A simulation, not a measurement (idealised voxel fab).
The process module that follows is named voxel released beams.
Square cells of 5 nm make up the cross-section cut, whose width is 165 nm.
This document writes a cross-section as a grid whose cells are square, and gives it as bands, listed from the top down; one or more rows of cells form a band. The band entry comprises the height of the band's top followed by the height of its bottom, expressed in nm, and subsequently the band's materials from left to right, each stated together with its width in nm. Where a single material is marked with the word "everywhere", that material fills the band from edge to edge. The word "air" represents empty space. Heights are expressed relative to 0, this being the level below which the as-received wafer comprises one material exclusively. The lowest band is unbounded in the downward direction and is denoted as in "0 and below". You'd read "30..40" like this: the band's top row of cells is as wide as the first number, its bottom row is as wide as the second, and going down, every row changes width by the same amount as the row before did. "no alterations made" for a step: no cell of the cross-section changed in that step. This entry, "Trapped voids", enumerates those empty regions of no fewer than 8 cells that possess no open connection to the top. Each region is reported in the form width x height at distance, the distance being taken from the left edge, with all three quantities expressed in nm. after a step's settings: what the simulator itself notes on the step. overlay nm: how far to the right of its planned place the mask lay on this masked step (negative: to the left).

The following list gives the planned process steps:
1: RECEIVE: material Si
2: CONFORMAL_DEP: material SiN, thk nm 10
3: DIRECTIONAL_DEP: material SiO2, thk nm 15
4: PATTERN: tone open, mask id ANCHOR, material resist, width nm 40, thk nm 15, overlay nm 0
5: DIRECTIONAL_ETCH: etch materials SiO2, depth nm 15
6: STRIP: etch materials resist
7: CONFORMAL_DEP: material W, thk nm 15
8: DIRECTIONAL_DEP: material aC, thk nm 10
9: PATTERN: tone cover, mask id BEAM, material resist, width nm 110, thk nm 30, overlay nm 0
10: DIRECTIONAL_ETCH: etch materials aC, depth nm 10
11: STRIP: etch materials resist
12: DIRECTIONAL_ETCH: etch materials W, depth nm 15
13: STRIP: etch materials aC
14: STRIP: etch materials SiO2

The first of the two wafers, which ran as planned:

As-received state of the wafer in cross-section, equivalent to post-step 1:
	0 and below  Si everywhere
	Trapped voids: none

The following cross-section depicts the wafer upon completion of step 2:
	10 down to 0  SiN everywhere
	For the remainder of the cross-section, below 0, there is no change.

The following cross-section depicts the wafer upon completion of step 3:
	25 down to 10  SiO2 everywhere
	For the remainder of the cross-section, below 10, there is no change.

The following cross-section depicts the wafer upon completion of step 4:
	40 down to 25  resist 30 | air 40 | resist 95
	For the remainder of the cross-section, below 25, there is no change.

The following cross-section depicts the wafer upon completion of step 5:
	40 down to 25  resist 30 | air 40 | resist 95
	25 down to 10  SiO2 30 | air 40 | SiO2 95
	For the remainder of the cross-section, below 10, there is no change.

The following cross-section depicts the wafer upon completion of step 6:
	25 down to 10  SiO2 30 | air 40 | SiO2 95
	For the remainder of the cross-section, below 10, there is no change.

The following cross-section depicts the wafer upon completion of step 7:
	40 down to 25  W 45 | air 10 | W 110
	25 down to 10  SiO2 30 | W 40 | SiO2 95
	For the remainder of the cross-section, below 10, there is no change.

The following cross-section depicts the wafer upon completion of step 8:
	50 down to 40  aC 45 | air 10 | aC 110
	40 down to 35  W 45 | air 10 | W 110
	35 down to 25  W 45 | aC 10 | W 110
	For the remainder of the cross-section, below 25, there is no change.

The following cross-section depicts the wafer upon completion of step 9:
	80 down to 50  air 25 | resist 110 | air 30
	50 down to 40  aC 45 | resist 10 | aC 110
	40 down to 35  W 45 | resist 10 | W 110
	For the remainder of the cross-section, below 35, there is no change.

The following cross-section depicts the wafer upon completion of step 10:
	70 down to 50  air 25 | resist 110 | air 30
	50 down to 40  air 25 | aC 20 | resist 10 | aC 80 | air 30
	For the remainder of the cross-section, below 40, there is no change.

The following cross-section depicts the wafer upon completion of step 11:
	50 down to 40  air 25 | aC 20 | air 10 | aC 80 | air 30
	40 down to 35  W 45 | air 10 | W 110
	For the remainder of the cross-section, below 35, there is no change.

The following cross-section depicts the wafer upon completion of step 12:
	50 down to 40  air 25 | aC 20 | air 10 | aC 80 | air 30
	40 down to 35  air 25 | W 20 | air 10 | W 80 | air 30
	35 down to 25  air 25 | W 20 | aC 10 | W 80 | air 30
	For the remainder of the cross-section, below 25, there is no change.

The following cross-section depicts the wafer upon completion of step 13:
	40 down to 25  air 25 | W 20 | air 10 | W 80 | air 30
	For the remainder of the cross-section, below 25, there is no change.

The following cross-section depicts the wafer upon completion of step 14:
	40 down to 25  air 25 | W 20 | air 10 | W 80 | air 30
	25 down to 10  air 30 | W 40 | air 95
	For the remainder of the cross-section, below 10, there is no change.

Wafer two. Same start, same plan, one slip in execution. Same as wafer one through step 3, inclusive:

Here is the second wafer in cross-section at the point where step 4 of the plan should have been done:
	40 down to 25  air 30 | resist 40 | air 95
	For the remainder of the cross-section, below 25, there is no change.

Here is the second wafer in cross-section at the point where step 5 of the plan should have been done:
	40 down to 25  air 30 | resist 40 | air 95
	25 down to 10  air 30 | SiO2 40 | air 95
	For the remainder of the cross-section, below 10, there is no change.

Here is the second wafer in cross-section at the point where step 6 of the plan should have been done:
	25 down to 10  air 30 | SiO2 40 | air 95
	For the remainder of the cross-section, below 10, there is no change.

Here is the second wafer in cross-section at the point where step 7 of the plan should have been done:
	40 down to 25  air 15 | W 70 | air 80
	25 down to 10  W 30 | SiO2 40 | W 95
	For the remainder of the cross-section, below 10, there is no change.

Here is the second wafer in cross-section at the point where step 8 of the plan should have been done:
	50 down to 40  air 15 | aC 70 | air 80
	40 down to 35  air 15 | W 70 | air 80
	35 down to 25  aC 15 | W 70 | aC 80
	For the remainder of the cross-section, below 25, there is no change.

Here is the second wafer in cross-section at the point where step 9 of the plan should have been done:
	80 down to 50  air 25 | resist 110 | air 30
	50 down to 40  air 15 | aC 70 | resist 50 | air 30
	40 down to 35  air 15 | W 70 | resist 50 | air 30
	For the remainder of the cross-section, below 35, there is no change.

Here is the second wafer in cross-section at the point where step 10 of the plan should have been done:
	70 down to 50  air 25 | resist 110 | air 30
	50 down to 40  air 25 | aC 60 | resist 50 | air 30
	40 down to 35  air 15 | W 70 | resist 50 | air 30
	35 down to 25  air 15 | W 70 | aC 50 | air 30
	For the remainder of the cross-section, below 25, there is no change.

Here is the second wafer in cross-section at the point where step 11 of the plan should have been done:
	50 down to 40  air 25 | aC 60 | air 80
	40 down to 35  air 15 | W 70 | air 80
	For the remainder of the cross-section, below 35, there is no change.

Here is the second wafer in cross-section at the point where step 12 of the plan should have been done:
	50 down to 40  air 25 | aC 60 | air 80
	40 down to 35  air 25 | W 60 | air 80
	35 down to 25  air 25 | W 60 | aC 50 | air 30
	25 down to 10  air 15 | W 15 | SiO2 40 | W 65 | air 30
	For the remainder of the cross-section, below 10, there is no change.

Here is the second wafer in cross-section at the point where step 13 of the plan should have been done:
	40 down to 25  air 25 | W 60 | air 80
	For the remainder of the cross-section, below 25, there is no change.

Here is the second wafer in cross-section at the point where step 14 of the plan should have been done: no alterations made
Here's what went sideways: step 4 was run on a setting that differed from the plan, and what really ran there is PATTERN: tone cover, mask id ANCHOR, material resist, width nm 40, thk nm 15, overlay nm 0
at the end the second wafer has, in cells: SiO2 +24
